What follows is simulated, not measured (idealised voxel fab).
The following is a process module called voxel transistor to metal.
The width of the displayed cross-section, cut, is 155 nm; its cells are square, with a size of 5 nm.
Heads up, the way a cross-section reads in here is a grid of square cells, handed over as bands from the top down, with every band being one or more rows of cells. It is stipulated that each band's entry specify, in nanometres, the height of the top of the band and then that of its bottom, followed by the materials of the band in left-to-right sequence, each together with its width in nanometres. A single material marked by the word "all across" is understood to fill the band from edge to edge; the word "blank" is understood to denote empty space. Heights from 0 (as-received wafer is one material below). Bottom band endless downward, as "0 and below". With a width like "30->40", each row of cells in the band differs from the next by the same amount, the top row carrying the first number and the bottom row the second. Step note "everything unchanged" = no cross-section cell changed. Voids not open to the top, 8 cells minimum: see "Non-vented voids". Written width x height at distance; distance is from the left edge; nm. Whatever follows a step's settings on its line is a remark the simulator itself makes about that step. The "overlay nm" setting may appear on a step's line; for a step that uses a mask, it gives how far to the right of its planned position the mask lay, and a negative value indicates the left. Pairs from here to the end. Each: cross-section before one process step, cross-section after it, the latter only as far down as the lowest band that changed. Under each: the step between, and its settings. Mind that the pairs may be taken from different runs of this module on the same starting wafer; whether a pair continues from the pair above depends on its entry headed "Incoming structure", and it does only where that entry says so.

Incoming structure:
* 0 and below | Si all across
* Non-vented voids: none

Sectional Result:
* 0 down to -5 | SiO2 all across
* Rest of section, below -5: as before.
* Non-vented voids: none
The cross-sections above show the structure before and after this step: OXIDIZE,depth nm 5

Incoming structure: see preceding pair, after cross-section.

Sectional Result:
* 15 down to 0 | SiN all across
* Rest of section, below 0: as before.
* Non-vented voids: none
The cross-sections above show the structure before and after this step: CONFORMAL_DEP,material SiN,thk nm 15

Incoming structure: see preceding pair, after cross-section.

Sectional Result:
* 15 down to 0 | blank: 30 / SiN: 95 / blank: 30
* Rest of section, below 0: as before.
* Non-vented voids: none
The cross-sections above show the structure before and after this step: MASKED_ETCH,tone cover,mask id ACTIVE,width nm 95,etch materials SiN,depth nm 15,overlay nm 0

Incoming structure: see preceding pair, after cross-section.

Sectional Result:
* 15 down to 0 | blank: 30 / SiN: 95 / blank: 30
* 0 down to -5 | blank: 30 / SiO2: 95 / blank: 30
* Rest of section, below -5: as before.
* Non-vented voids: none
The cross-sections above show the structure before and after this step: MASKED_ETCH,tone cover,mask id ACTIVE,width nm 95,etch materials SiO2,depth nm 5,overlay nm 0

Incoming structure: see preceding pair, after cross-section.

Sectional Result:
* 15 down to 0 | blank: 30 / SiN: 95 / blank: 30
* 0 down to -5 | blank: 30 / SiO2: 95 / blank: 30
* -5 down to -30 | blank: 30 / Si: 95 / blank: 30
* Rest of section, below -30: as before.
* Non-vented voids: none
The cross-sections above show the structure before and after this step: MASKED_ETCH,tone cover,mask id ACTIVE,width nm 95,etch materials Si,depth nm 25,overlay nm 0

Incoming structure: see preceding pair, after cross-section.

Sectional Result:
* 15 down to 0 | blank: 30 / SiN: 95 / blank: 30
* 0 down to -5 | blank: 30 / SiO2: 95 / blank: 30
* -5 down to -30 | blank: 30 / SiO2: 5 / Si: 85 / SiO2: 5 / blank: 30
* -30 down to -35 | SiO2: 35 / Si: 85 / SiO2: 35
* Rest of section, below -35: as before.
* Non-vented voids: none
The cross-sections above show the structure before and after this step: OXIDIZE,depth nm 5

Incoming structure: see preceding pair, after cross-section.

Sectional Result:
* 20 down to 15 | SiO2 all across
* 15 down to 0 | SiO2: 30 / SiN: 95 / SiO2: 30
* 0 down to -5 | SiO2 all across
* -5 down to -35 | SiO2: 35 / Si: 85 / SiO2: 35
* Rest of section, below -35: as before.
* Non-vented voids: none
The cross-sections above show the structure before and after this step: FILL_DEP,material SiO2,thk nm 5

Incoming structure: see preceding pair, after cross-section.

Sectional Result:
* 15 down to 0 | SiO2: 30 / SiN: 95 / SiO2: 30
* Rest of section, below 0: as before.
* Non-vented voids: none
The cross-sections above show the structure before and after this step: CMP,height nm 15

Incoming structure: see preceding pair, after cross-section.

Sectional Result:
* 15 down to 5 | blank: 30 / SiN: 95 / blank: 30
* Rest of section, below 5: as before.
* Non-vented voids: none
The cross-sections above show the structure before and after this step: SELECTIVE_ETCH,etch materials SiO2,depth nm 10

Incoming structure: see preceding pair, after cross-section.

Sectional Result:
* 5 down to 0 | SiO2: 30 / blank: 95 / SiO2: 30
* Rest of section, below 0: as before.
* Non-vented voids: none
The cross-sections above show the structure before and after this step: STRIP,etch materials SiN

Incoming structure: see preceding pair, after cross-section.

Sectional Result:
* 0 down to -5 | SiO2: 25 / blank: 105 / SiO2: 25
* Rest of section, below -5: as before.
* Non-vented voids: none
The cross-sections above show the structure before and after this step: SELECTIVE_ETCH,etch materials SiO2,depth nm 5

Incoming structure: see preceding pair, after cross-section.

Sectional Result:
* 0 down to -5 | SiO2: 25 / blank: 105 / SiO2: 25
* -5 down to -10 | SiO2 all across
* Rest of section, below -10: as before.
* Non-vented voids: none
The cross-sections above show the structure before and after this step: OXIDIZE,depth nm 5

Incoming structure: see preceding pair, after cross-section.

Sectional Result:
* 20 down to 15 | polySi: 25 / blank: 105 / polySi: 25
* 15 down to 0 | polySi all across
* 0 down to -5 | SiO2: 25 / polySi: 105 / SiO2: 25
* Rest of section, below -5: as before.
* Non-vented voids: none
The cross-sections above show the structure before and after this step: DIRECTIONAL_DEP,material polySi,thk nm 20

Incoming structure: see preceding pair, after cross-section.

Sectional Result:
* 30 down to 25 | SiCN: 25 / blank: 105 / SiCN: 25
* 25 down to 20 | SiCN all across
* 20 down to 15 | polySi: 25 / SiCN: 105 / polySi: 25
* Rest of section, below 15: as before.
* Non-vented voids: none
The cross-sections above show the structure before and after this step: DIRECTIONAL_DEP,material SiCN,thk nm 10

Incoming structure: see preceding pair, after cross-section.

Sectional Result:
* 25 down to 20 | blank: 70 / SiCN: 15 / blank: 70
* 20 down to 15 | polySi: 25 / blank: 45 / SiCN: 15 / blank: 45 / polySi: 25
* Rest of section, below 15: as before.
* Non-vented voids: none
The cross-sections above show the structure before and after this step: MASKED_ETCH,tone cover,mask id GATE,width nm 15,etch materials SiCN,depth nm 20,overlay nm 0

Incoming structure: see preceding pair, after cross-section.

Sectional Result:
* 25 down to 15 | blank: 70 / SiCN: 15 / blank: 70
* 15 down to 0 | blank: 70 / polySi: 15 / blank: 70
* 0 down to -5 | SiO2: 25 / blank: 45 / polySi: 15 / blank: 45 / SiO2: 25
* Rest of section, below -5: as before.
* Non-vented voids: none
The cross-sections above show the structure before and after this step: MASKED_ETCH,tone cover,mask id GATE,width nm 15,etch materials polySi,depth nm 30,overlay nm 0

Incoming structure: see preceding pair, after cross-section.

Sectional Result:
* 30 down to 25 | blank: 65 / SiO2: 25 / blank: 65
* 25 down to 15 | blank: 65 / SiO2: 5 / SiCN: 15 / SiO2: 5 / blank: 65
* 15 down to 5 | blank: 65 / SiO2: 5 / polySi: 15 / SiO2: 5 / blank: 65
* 5 down to 0 | SiO2: 30 / blank: 35 / SiO2: 5 / polySi: 15 / SiO2: 5 / blank: 35 / SiO2: 30
* 0 down to -5 | SiO2: 70 / polySi: 15 / SiO2: 70
* Rest of section, below -5: as before.
* Non-vented voids: none
The cross-sections above show the structure before and after this step: CONFORMAL_DEP,material SiO2,thk nm 5

Incoming structure: see preceding pair, after cross-section.

Sectional Result:
* 25 down to 15 | blank: 65 / SiO2: 5 / SiCN: 15 / SiO2: 5 / blank: 65
* 15 down to 0 | blank: 65 / SiO2: 5 / polySi: 15 / SiO2: 5 / blank: 65
* 0 down to -5 | SiO2: 30 / blank: 35 / SiO2: 5 / polySi: 15 / SiO2: 5 / blank: 35 / SiO2: 30
* Rest of section, below -5: as before.
* Non-vented voids: none
The cross-sections above show the structure before and after this step: DIRECTIONAL_ETCH,etch materials SiO2,depth nm 5

Incoming structure: see preceding pair, after cross-section.

Sectional Result:
* 35 down to 25 | blank: 55 / SiN: 45 / blank: 55
* 25 down to 15 | blank: 55 / SiN: 10 / SiO2: 5 / SiCN: 15 / SiO2: 5 / SiN: 10 / blank: 55
* 15 down to 10 | blank: 55 / SiN: 10 / SiO2: 5 / polySi: 15 / SiO2: 5 / SiN: 10 / blank: 55
* 10 down to 5 | SiN: 40 / blank: 15 / SiN: 10 / SiO2: 5 / polySi: 15 / SiO2: 5 / SiN: 10 / blank: 15 / SiN: 40
* 5 down to 0 | SiN: 65 / SiO2: 5 / polySi: 15 / SiO2: 5 / SiN: 65
* 0 down to -5 | SiO2: 30 / SiN: 35 / SiO2: 5 / polySi: 15 / SiO2: 5 / SiN: 35 / SiO2: 30
* Rest of section, below -5: as before.
* Non-vented voids: none
The cross-sections above show the structure before and after this step: CONFORMAL_DEP,material SiN,thk nm 10

Incoming structure: see preceding pair, after cross-section.

Sectional Result:
* 25 down to 15 | blank: 55 / SiN: 10 / SiO2: 5 / SiCN: 15 / SiO2: 5 / SiN: 10 / blank: 55
* 15 down to 0 | blank: 55 / SiN: 10 / SiO2: 5 / polySi: 15 / SiO2: 5 / SiN: 10 / blank: 55
* 0 down to -5 | SiO2: 30 / SiN: 10 / blank: 15 / SiN: 10 / SiO2: 5 / polySi: 15 / SiO2: 5 / SiN: 10 / blank: 15 / SiN: 10 / SiO2: 30
* Rest of section, below -5: as before.
* Non-vented voids: none
The cross-sections above show the structure before and after this step: DIRECTIONAL_ETCH,etch materials SiN,depth nm 10

Incoming structure: see preceding pair, after cross-section.

Sectional Result:
* 25 down to 20 | blank: 55 / SiN: 10 / blank: 5 / SiCN: 15 / blank: 5 / SiN: 10 / blank: 55
* 20 down to 15 | blank: 55 / SiN: 10 / SiO2: 5 / SiCN: 15 / SiO2: 5 / SiN: 10 / blank: 55
* 15 down to 0 | blank: 55 / SiN: 10 / SiO2: 5 / polySi: 15 / SiO2: 5 / SiN: 10 / blank: 55
* 0 down to -5 | blank: 30 / SiN: 10 / blank: 15 / SiN: 10 / SiO2: 5 / polySi: 15 / SiO2: 5 / SiN: 10 / blank: 15 / SiN: 10 / blank: 30
* -5 down to -10 | SiO2: 40 / blank: 15 / SiO2: 45 / blank: 15 / SiO2: 40
* Rest of section, below -10: as before.
* Non-vented voids: none
The cross-sections above show the structure before and after this step: DIRECTIONAL_ETCH,etch materials SiO2,depth nm 5

Incoming structure: see preceding pair, after cross-section.

Sectional Result:
* 25 down to 20 | blank: 55 / SiN: 10 / blank: 5 / SiCN: 15 / blank: 5 / SiN: 10 / blank: 55
* 20 down to 15 | blank: 55 / SiN: 10 / SiO2: 5 / SiCN: 15 / SiO2: 5 / SiN: 10 / blank: 55
* 15 down to 0 | blank: 55 / SiN: 10 / SiO2: 5 / polySi: 15 / SiO2: 5 / SiN: 10 / blank: 55
* 0 down to -5 | blank: 30 / SiN: 10 / blank: 15 / SiN: 10 / SiO2: 5 / polySi: 15 / SiO2: 5 / SiN: 10 / blank: 15 / SiN: 10 / blank: 30
* -5 down to -10 | SiO2: 40 / blank: 15 / SiO2: 45 / blank: 15 / SiO2: 40
* -10 down to -25 | SiO2: 35 / Si: 5 / blank: 15 / Si: 45 / blank: 15 / Si: 5 / SiO2: 35
* Rest of section, below -25: as before.
* Non-vented voids: none
The cross-sections above show the structure before and after this step: DIRECTIONAL_ETCH,etch materials Si,depth nm 15

Incoming structure: see preceding pair, after cross-section.

Sectional Result:
* 25 down to 20 | blank: 55 / SiN: 10 / blank: 5 / SiCN: 15 / blank: 5 / SiN: 10 / blank: 55
* 20 down to 15 | blank: 55 / SiN: 10 / SiO2: 5 / SiCN: 15 / SiO2: 5 / SiN: 10 / blank: 55
* 15 down to 10 | blank: 55 / SiN: 10 / SiO2: 5 / polySi: 15 / SiO2: 5 / SiN: 10 / blank: 55
* 10 down to 0 | blank: 30 / pSi: 25 / SiN: 10 / SiO2: 5 / polySi: 15 / SiO2: 5 / SiN: 10 / pSi: 25 / blank: 30
* 0 down to -5 | blank: 30 / SiN: 10 / pSi: 15 / SiN: 10 / SiO2: 5 / polySi: 15 / SiO2: 5 / SiN: 10 / pSi: 15 / SiN: 10 / blank: 30
* -5 down to -10 | SiO2: 40 / pSi: 15 / SiO2: 45 / pSi: 15 / SiO2: 40
* -10 down to -25 | SiO2: 35 / Si: 5 / pSi: 15 / Si: 45 / pSi: 15 / Si: 5 / SiO2: 35
* Rest of section, below -25: as before.
* Non-vented voids: none
The cross-sections above show the structure before and after this step: EPI,material pSi,thk nm 20

Incoming structure: see preceding pair, after cross-section.

Sectional Result:
* 35 down to 25 | SiO2 all across
* 25 down to 15 | SiO2: 55 / SiN: 10 / SiO2: 5 / SiCN: 15 / SiO2: 5 / SiN: 10 / SiO2: 55
* 15 down to 10 | SiO2: 55 / SiN: 10 / SiO2: 5 / polySi: 15 / SiO2: 5 / SiN: 10 / SiO2: 55
* 10 down to 0 | SiO2: 30 / pSi: 25 / SiN: 10 / SiO2: 5 / polySi: 15 / SiO2: 5 / SiN: 10 / pSi: 25 / SiO2: 30
* 0 down to -5 | SiO2: 30 / SiN: 10 / pSi: 15 / SiN: 10 / SiO2: 5 / polySi: 15 / SiO2: 5 / SiN: 10 / pSi: 15 / SiN: 10 / SiO2: 30
* Rest of section, below -5: as before.
* Non-vented voids: none
The cross-sections above show the structure before and after this step: FILL_DEP,material SiO2,thk nm 10

Incoming structure: see preceding pair, after cross-section.

Sectional Result:
* 25 down to 15 | SiO2: 55 / SiN: 10 / SiO2: 5 / SiCN: 15 / SiO2: 5 / SiN: 10 / SiO2: 55
* Rest of section, below 15: as before.
* Non-vented voids: none
The cross-sections above show the structure before and after this step: CMP,height nm 25

Incoming structure: see preceding pair, after cross-section.

Sectional Result:
* 40 down to 25 | SiO2 all across
* Rest of section, below 25: as before.
* Non-vented voids: none
The cross-sections above show the structure before and after this step: DIRECTIONAL_DEP,material SiO2,thk nm 15

Incoming structure: see preceding pair, after cross-section.

Sectional Result:
* 55 down to 40 | resist: 35 / blank: 20 / resist: 45 / blank: 20 / resist: 35
* Rest of section, below 40: as before.
* Non-vented voids: none
The cross-sections above show the structure before and after this step: PATTERN,tone open,mask id CONTACT,material resist,width nm 20,pitch nm 65,thk nm 15,overlay nm 0

Incoming structure: see preceding pair, after cross-section.

Sectional Result:
* 55 down to 40 | resist: 35 / blank: 20 / resist: 45 / blank: 20 / resist: 35
* 40 down to 25 | SiO2: 35 / blank: 20 / SiO2: 45 / blank: 20 / SiO2: 35
* 25 down to 15 | SiO2: 35 / blank: 20 / SiN: 10 / SiO2: 5 / SiCN: 15 / SiO2: 5 / SiN: 10 / blank: 20 / SiO2: 35
* 15 down to 10 | SiO2: 35 / blank: 20 / SiN: 10 / SiO2: 5 / polySi: 15 / SiO2: 5 / SiN: 10 / blank: 20 / SiO2: 35
* Rest of section, below 10: as before.
* Non-vented voids: none
The cross-sections above show the structure before and after this step: DIRECTIONAL_ETCH,etch materials SiO2,depth nm 30

Incoming structure: see preceding pair, after cross-section.

Sectional Result:
* 40 down to 25 | SiO2: 35 / blank: 20 / SiO2: 45 / blank: 20 / SiO2: 35
* Rest of section, below 25: as before.
* Non-vented voids: none
The cross-sections above show the structure before and after this step: STRIP,etch materials resist

Incoming structure: see preceding pair, after cross-section.

Sectional Result:
* 45 down to 40 | TiN: 40 / blank: 10 / TiN: 55 / blank: 10 / TiN: 40
* 40 down to 25 | SiO2: 35 / TiN: 5 / blank: 10 / TiN: 5 / SiO2: 45 / TiN: 5 / blank: 10 / TiN: 5 / SiO2: 35
* 25 down to 15 | SiO2: 35 / TiN: 5 / blank: 10 / TiN: 5 / SiN: 10 / SiO2: 5 / SiCN: 15 / SiO2: 5 / SiN: 10 / TiN: 5 / blank: 10 / TiN: 5 / SiO2: 35
* 15 down to 10 | SiO2: 35 / TiN: 20 / SiN: 10 / SiO2: 5 / polySi: 15 / SiO2: 5 / SiN: 10 / TiN: 20 / SiO2: 35
* Rest of section, below 10: as before.
* Non-vented voids: none
The cross-sections above show the structure before and after this step: CONFORMAL_DEP,material TiN,thk nm 5

Incoming structure: see preceding pair, after cross-section.

Sectional Result:
* 50 down to 45 | W all across
* 45 down to 40 | TiN: 40 / W: 10 / TiN: 55 / W: 10 / TiN: 40
* 40 down to 25 | SiO2: 35 / TiN: 5 / W: 10 / TiN: 5 / SiO2: 45 / TiN: 5 / W: 10 / TiN: 5 / SiO2: 35
* 25 down to 15 | SiO2: 35 / TiN: 5 / W: 10 / TiN: 5 / SiN: 10 / SiO2: 5 / SiCN: 15 / SiO2: 5 / SiN: 10 / TiN: 5 / W: 10 / TiN: 5 / SiO2: 35
* Rest of section, below 15: as before.
* Non-vented voids: none
The cross-sections above show the structure before and after this step: FILL_DEP,material W,thk nm 5

Incoming structure: see preceding pair, after cross-section.

Sectional Result:
* 40 down to 25 | SiO2: 35 / TiN: 5 / W: 10 / TiN: 5 / SiO2: 45 / TiN: 5 / W: 10 / TiN: 5 / SiO2: 35
* Rest of section, below 25: as before.
* Non-vented voids: none
The cross-sections above show the structure before and after this step: CMP,height nm 40

Incoming structure: see preceding pair, after cross-section.

Sectional Result:
* 45 down to 40 | TiN all across
* Rest of section, below 40: as before.
* Non-vented voids: none
The cross-sections above show the structure before and after this step: DIRECTIONAL_DEP,material TiN,thk nm 5

Incoming structure: see preceding pair, after cross-section.

Sectional Result:
* 70 down to 45 | Ru all across
* Rest of section, below 45: as before.
* Non-vented voids: none
The cross-sections above show the structure before and after this step: DIRECTIONAL_DEP,material Ru,thk nm 25

Incoming structure: see preceding pair, after cross-section.

Sectional Result:
* 85 down to 70 | blank: 35 / resist: 20 / blank: 45 / resist: 20 / blank: 35
* Rest of section, below 70: as before.
* Non-vented voids: none
The cross-sections above show the structure before and after this step: PATTERN,tone cover,mask id METAL_1,material resist,width nm 20,pitch nm 65,thk nm 15,overlay nm 0

Incoming structure: see preceding pair, after cross-section.

Sectional Result:
* 85 down to 70 | blank: 35 / resist: 20 / blank: 45 / resist: 20 / blank: 35
* 70 down to 45 | blank: 35 / Ru: 20 / blank: 45 / Ru: 20 / blank: 35
* Rest of section, below 45: as before.
* Non-vented voids: none
The cross-sections above show the structure before and after this step: DIRECTIONAL_ETCH,etch materials Ru,depth nm 25

Incoming structure: see preceding pair, after cross-section.

Sectional Result:
* 85 down to 70 | blank: 35 / resist: 20 / blank: 45 / resist: 20 / blank: 35
* 70 down to 45 | blank: 35 / Ru: 20 / blank: 45 / Ru: 20 / blank: 35
* 45 down to 40 | blank: 35 / TiN: 20 / blank: 45 / TiN: 20 / blank: 35
* Rest of section, below 40: as before.
* Non-vented voids: none
The cross-sections above show the structure before and after this step: DIRECTIONAL_ETCH,etch materials TiN,depth nm 5

Incoming structure: see preceding pair, after cross-section.

Sectional Result:
* 70 down to 45 | blank: 35 / Ru: 20 / blank: 45 / Ru: 20 / blank: 35
* Rest of section, below 45: as before.
* Non-vented voids: none
The cross-sections above show the structure before and after this step: STRIP,etch materials resist

Incoming structure: see preceding pair, after cross-section.

Sectional Result:
* 80 down to 70 | lowk all across
* 70 down to 45 | lowk: 35 / Ru: 20 / lowk: 45 / Ru: 20 / lowk: 35
* 45 down to 40 | lowk: 35 / TiN: 20 / lowk: 45 / TiN: 20 / lowk: 35
* Rest of section, below 40: as before.
* Non-vented voids: none
The cross-sections above show the structure before and after this step: FILL_DEP,material lowk,thk nm 10

Incoming structure: see preceding pair, after cross-section.

Sectional Result:
* 70 down to 45 | lowk: 35 / Ru: 20 / lowk: 45 / Ru: 20 / lowk: 35
* Rest of section, below 45: as before.
* Non-vented voids: none
The cross-sections above show the structure before and after this step: CMP,height nm 70

Incoming structure: see preceding pair, after cross-section.

Sectional Result:
* 75 down to 70 | SiCN all across
* Rest of section, below 70: as before.
* Non-vented voids: none
The cross-sections above show the structure before and after this step: CONFORMAL_DEP,material SiCN,thk nm 5

Incoming structure: see preceding pair, after cross-section.

Sectional Result:
* 110 down to 75 | SiO2 all across
* Rest of section, below 75: as before.
* Non-vented voids: none
The cross-sections above show the structure before and after this step: DIRECTIONAL_DEP,material SiO2,thk nm 35

Incoming structure: see preceding pair, after cross-section.

Sectional Result:
* 110 down to 75 | SiO2: 35 / blank: 15 / SiO2: 50 / blank: 15 / SiO2: 40
* Rest of section, below 75: as before.
* Non-vented voids: none
The cross-sections above show the structure before and after this step: MASKED_ETCH,tone open,mask id METAL_2_HOLES,width nm 15,pitch nm 65,etch materials SiO2,depth nm 35,overlay nm 0

Incoming structure: see preceding pair, after cross-section.

Sectional Result:
* 130 down to 110 | resist: 35 / blank: 20 / resist: 45 / blank: 20 / resist: 35
* Rest of section, below 110: as before.
* Non-vented voids: none
The cross-sections above show the structure before and after this step: PATTERN,tone open,mask id METAL_2,material resist,width nm 20,pitch nm 65,thk nm 20,overlay nm 0

Incoming structure: see preceding pair, after cross-section.

Sectional Result:
* 130 down to 110 | resist: 35 / blank: 20 / resist: 45 / blank: 20 / resist: 35
* 110 down to 90 | SiO2: 35 / blank: 20 / SiO2: 45 / blank: 20 / SiO2: 35
* Rest of section, below 90: as before.
* Non-vented voids: none
The cross-sections above show the structure before and after this step: DIRECTIONAL_ETCH,etch materials SiO2,depth nm 20

Incoming structure: see preceding pair, after cross-section.

Sectional Result:
* 130 down to 110 | resist: 35 / blank: 20 / resist: 45 / blank: 20 / resist: 35
* 110 down to 90 | SiO2: 35 / blank: 20 / SiO2: 45 / blank: 20 / SiO2: 35
* 90 down to 75 | SiO2: 35 / blank: 15 / SiO2: 50 / blank: 15 / SiO2: 40
* 75 down to 70 | SiCN: 35 / blank: 15 / SiCN: 50 / blank: 15 / SiCN: 40
* Rest of section, below 70: as before.
* Non-vented voids: none
The cross-sections above show the structure before and after this step: DIRECTIONAL_ETCH,etch materials SiCN,depth nm 5

Incoming structure: see preceding pair, after cross-section.

Sectional Result:
* 110 down to 90 | SiO2: 35 / blank: 20 / SiO2: 45 / blank: 20 / SiO2: 35
* Rest of section, below 90: as before.
* Non-vented voids: none
The cross-sections above show the structure before and after this step: STRIP,etch materials resist

Incoming structure: see preceding pair, after cross-section.

Sectional Result:
* 115 down to 110 | TiN: 40 / blank: 10 / TiN: 55 / blank: 10 / TiN: 40
* 110 down to 95 | SiO2: 35 / TiN: 5 / blank: 10 / TiN: 5 / SiO2: 45 / TiN: 5 / blank: 10 / TiN: 5 / SiO2: 35
* 95 down to 90 | SiO2: 35 / TiN: 5 / blank: 5 / TiN: 10 / SiO2: 45 / TiN: 5 / blank: 5 / TiN: 10 / SiO2: 35
* 90 down to 75 | SiO2: 35 / TiN: 5 / blank: 5 / TiN: 5 / SiO2: 50 / TiN: 5 / blank: 5 / TiN: 5 / SiO2: 40
* 75 down to 70 | SiCN: 35 / TiN: 15 / SiCN: 50 / TiN: 15 / SiCN: 40
* Rest of section, below 70: as before.
* Non-vented voids: none
The cross-sections above show the structure before and after this step: CONFORMAL_DEP,material TiN,thk nm 5

Incoming structure: see preceding pair, after cross-section.

Sectional Result:
* 120 down to 115 | Ru all across
* 115 down to 110 | TiN: 40 / Ru: 10 / TiN: 55 / Ru: 10 / TiN: 40
* 110 down to 95 | SiO2: 35 / TiN: 5 / Ru: 10 / TiN: 5 / SiO2: 45 / TiN: 5 / Ru: 10 / TiN: 5 / SiO2: 35
* 95 down to 90 | SiO2: 35 / TiN: 5 / Ru: 5 / TiN: 10 / SiO2: 45 / TiN: 5 / Ru: 5 / TiN: 10 / SiO2: 35
* 90 down to 75 | SiO2: 35 / TiN: 5 / Ru: 5 / TiN: 5 / SiO2: 50 / TiN: 5 / Ru: 5 / TiN: 5 / SiO2: 40
* Rest of section, below 75: as before.
* Non-vented voids: none
The cross-sections above show the structure before and after this step: FILL_DEP,material Ru,thk nm 5

Incoming structure: see preceding pair, after cross-section.

Sectional Result:
* 110 down to 95 | SiO2: 35 / TiN: 5 / Ru: 10 / TiN: 5 / SiO2: 45 / TiN: 5 / Ru: 10 / TiN: 5 / SiO2: 35
* Rest of section, below 95: as before.
* Non-vented voids: none
The cross-sections above show the structure before and after this step: CMP,height nm 110

Incoming structure: see preceding pair, after cross-section.

Sectional Result:
* 115 down to 110 | SiCN all across
* Rest of section, below 110: as before.
* Non-vented voids: none
The cross-sections above show the structure before and after this step: CONFORMAL_DEP,material SiCN,thk nm 5

Incoming structure:
* 25 down to 15 | blank: 70 / SiCN: 15 / blank: 70
* 15 down to 0 | blank: 70 / polySi: 15 / blank: 70
* 0 down to -5 | SiO2: 25 / blank: 45 / polySi: 15 / blank: 45 / SiO2: 25
* -5 down to -10 | SiO2 all across
* -10 down to -35 | SiO2: 35 / Si: 85 / SiO2: 35
* -35 and below | Si all across
* Non-vented voids: none

Sectional Result:
* 25 down to 15 | blank: 70 / SiCN: 15 / blank: 70
* 15 down to -5 | blank: 70 / polySi: 15 / blank: 70
* -5 down to -10 | SiO2: 25 / blank: 45 / SiO2: 15 / blank: 45 / SiO2: 25
* Rest of section, below -10: as before.
* Non-vented voids: none
The cross-sections above show the structure before and after this step: DIRECTIONAL_ETCH,etch materials SiO2,depth nm 5

Incoming structure: see preceding pair, after cross-section.

Sectional Result:
* 35 down to 25 | blank: 60 / SiN: 35 / blank: 60
* 25 down to 15 | blank: 60 / SiN: 10 / SiCN: 15 / SiN: 10 / blank: 60
* 15 down to 5 | blank: 60 / SiN: 10 / polySi: 15 / SiN: 10 / blank: 60
* 5 down to 0 | SiN: 35 / blank: 25 / SiN: 10 / polySi: 15 / SiN: 10 / blank: 25 / SiN: 35
* 0 down to -5 | SiN: 70 / polySi: 15 / SiN: 70
* -5 down to -10 | SiO2: 25 / SiN: 45 / SiO2: 15 / SiN: 45 / SiO2: 25
* Rest of section, below -10: as before.
* Non-vented voids: none
The cross-sections above show the structure before and after this step: CONFORMAL_DEP,material SiN,thk nm 10

Incoming structure: see preceding pair, after cross-section.

Sectional Result:
* 25 down to 15 | blank: 60 / SiN: 10 / SiCN: 15 / SiN: 10 / blank: 60
* 15 down to -5 | blank: 60 / SiN: 10 / polySi: 15 / SiN: 10 / blank: 60
* -5 down to -10 | SiO2: 25 / SiN: 10 / blank: 25 / SiN: 10 / SiO2: 15 / SiN: 10 / blank: 25 / SiN: 10 / SiO2: 25
* Rest of section, below -10: as before.
* Non-vented voids: none
The cross-sections above show the structure before and after this step: DIRECTIONAL_ETCH,etch materials SiN,depth nm 10

Incoming structure: see preceding pair, after cross-section.

Sectional Result:
* 25 down to 15 | blank: 60 / SiN: 10 / SiCN: 15 / SiN: 10 / blank: 60
* 15 down to -5 | blank: 60 / SiN: 10 / polySi: 15 / SiN: 10 / blank: 60
* -5 down to -10 | blank: 25 / SiN: 10 / blank: 25 / SiN: 10 / SiO2: 15 / SiN: 10 / blank: 25 / SiN: 10 / blank: 25
* Rest of section, below -10: as before.
* Non-vented voids: none
The cross-sections above show the structure before and after this step: DIRECTIONAL_ETCH,etch materials SiO2,depth nm 5

Incoming structure: see preceding pair, after cross-section.

Sectional Result:
* 25 down to 15 | blank: 60 / SiN: 10 / SiCN: 15 / SiN: 10 / blank: 60
* 15 down to -5 | blank: 60 / SiN: 10 / polySi: 15 / SiN: 10 / blank: 60
* -5 down to -10 | blank: 25 / SiN: 10 / blank: 25 / SiN: 10 / SiO2: 15 / SiN: 10 / blank: 25 / SiN: 10 / blank: 25
* -10 down to -25 | SiO2: 35 / blank: 25 / Si: 35 / blank: 25 / SiO2: 35
* Rest of section, below -25: as before.
* Non-vented voids: none
The cross-sections above show the structure before and after this step: DIRECTIONAL_ETCH,etch materials Si,depth nm 15

Incoming structure: see preceding pair, after cross-section.

Sectional Result:
* 25 down to 15 | blank: 60 / SiN: 10 / SiCN: 15 / SiN: 10 / blank: 60
* 15 down to 10 | blank: 60 / SiN: 10 / polySi: 15 / SiN: 10 / blank: 60
* 10 down to -5 | blank: 40 / pSi: 20 / SiN: 10 / polySi: 15 / SiN: 10 / pSi: 20 / blank: 40
* -5 down to -10 | blank: 25 / SiN: 10 / pSi: 25 / SiN: 10 / SiO2: 15 / SiN: 10 / pSi: 25 / SiN: 10 / blank: 25
* -10 down to -25 | SiO2: 35 / pSi: 25 / Si: 35 / pSi: 25 / SiO2: 35
* Rest of section, below -25: as before.
* Non-vented voids: none
The cross-sections above show the structure before and after this step: EPI,material pSi,thk nm 20

Incoming structure: see preceding pair, after cross-section.

Sectional Result:
* 35 down to 25 | SiO2 all across
* 25 down to 15 | SiO2: 60 / SiN: 10 / SiCN: 15 / SiN: 10 / SiO2: 60
* 15 down to 10 | SiO2: 60 / SiN: 10 / polySi: 15 / SiN: 10 / SiO2: 60
* 10 down to -5 | SiO2: 40 / pSi: 20 / SiN: 10 / polySi: 15 / SiN: 10 / pSi: 20 / SiO2: 40
* -5 down to -10 | SiO2: 25 / SiN: 10 / pSi: 25 / SiN: 10 / SiO2: 15 / SiN: 10 / pSi: 25 / SiN: 10 / SiO2: 25
* Rest of section, below -10: as before.
* Non-vented voids: none
The cross-sections above show the structure before and after this step: FILL_DEP,material SiO2,thk nm 10

Incoming structure: see preceding pair, after cross-section.

Sectional Result:
* 25 down to 15 | SiO2: 60 / SiN: 10 / SiCN: 15 / SiN: 10 / SiO2: 60
* Rest of section, below 15: as before.
* Non-vented voids: none
The cross-sections above show the structure before and after this step: CMP,height nm 25

Incoming structure: see preceding pair, after cross-section.

Sectional Result:
* 40 down to 25 | SiO2 all across
* Rest of section, below 25: as before.
* Non-vented voids: none
The cross-sections above show the structure before and after this step: DIRECTIONAL_DEP,material SiO2,thk nm 15

Incoming structure: see preceding pair, after cross-section.

Sectional Result:
* 55 down to 40 | resist: 35 / blank: 20 / resist: 45 / blank: 20 / resist: 35
* Rest of section, below 40: as before.
* Non-vented voids: none
The cross-sections above show the structure before and after this step: PATTERN,tone open,mask id CONTACT,material resist,width nm 20,pitch nm 65,thk nm 15,overlay nm 0
